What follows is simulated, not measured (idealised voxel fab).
process module | voxel ribs on slabs
cross-section cut | 195 nm wide | cells 5 nm
A cross-section is a grid of square cells, given in bands from the top down. A band is one or more rows of cells.
Each band's line starts with the height of the band's top and of its bottom, in nm. Then come its materials from left to right, each with its width in nm. One material with "throughout" fills the band from edge to edge. "air" is empty space.
Height 0 is the level under which the wafer as received is all one material. The lowest band goes on downwards, as in "0 down".
A width such as "30 to 40" changes by the same amount from each row of cells to the next, from the band's top row to its bottom row.
"no change" after a step means that no cell of the cross-section changed.
closed voids: empty space of 8 cells or more with no open way to the top, each as width x height at its distance from the left edge, in nm
after a step's settings: what the simulator itself notes on the step
overlay nm, on a step with a mask: how far to the right of its planned place the mask lay; to the left if negative
plan
1 op RECEIVE | material Si
2 op DIRECTIONAL_DEP | material SiO2 | thk nm 20
3 op DIRECTIONAL_DEP | material SiN | thk nm 20
4 op PATTERN | tone cover | mask id RIB | material resist | width nm 30 | thk nm 20 | overlay nm 0
5 op DIRECTIONAL_ETCH | etch materials SiN | depth nm 10
6 op STRIP | etch materials resist
7 op PATTERN | tone cover | mask id SLAB | material resist | width nm 60 | thk nm 15 | overlay nm 0
8 op DIRECTIONAL_ETCH | etch materials SiN | depth nm 10
9 op STRIP | etch materials resist
10 op FILL_DEP | material SiO2 | thk nm 25
11 op CMP | height nm 55
12 op DIRECTIONAL_DEP | material W | thk nm 5
13 op PATTERN | tone cover | mask id HEATER | material resist | width nm 40 | thk nm 20 | overlay nm 0
14 op DIRECTIONAL_ETCH | etch materials W | depth nm 5
15 op STRIP | etch materials resist
16 op CONFORMAL_DEP | material SiN | thk nm 5
as received, after step 1
  0 down: Si throughout
  closed voids: none
first wafer at the end, as planned
  65 to 60: air 70 | SiN 50 | air 75
  60 to 55: SiN 75 | W 40 | SiN 80
  55 to 40: SiO2 throughout
  40 to 30: SiO2 80 | SiN 30 | SiO2 85
  30 to 20: SiO2 65 | SiN 60 | SiO2 70
  20 to 0: SiO2 throughout
  0 down: Si throughout
  closed voids: none
second wafer at the end: like start, like plan, one mistake
  65 to 60: air 70 | SiN 50 | air 75
  60 to 55: SiN 75 | W 40 | SiN 80
  55 to 40: SiO2 throughout
  40 to 30: SiO2 80 | SiN 30 | SiO2 85
  30 to 20: SiO2 75 | SiN 60 | SiO2 60
  20 to 0: SiO2 throughout
  0 down: Si throughout
  closed voids: none
what went wrong: step 7 ran as: op PATTERN | tone cover | mask id SLAB | material resist | width nm 60 | thk nm 15 | overlay nm 10
at the end the second wafer has, in cells: as many of each material as the first, in other places
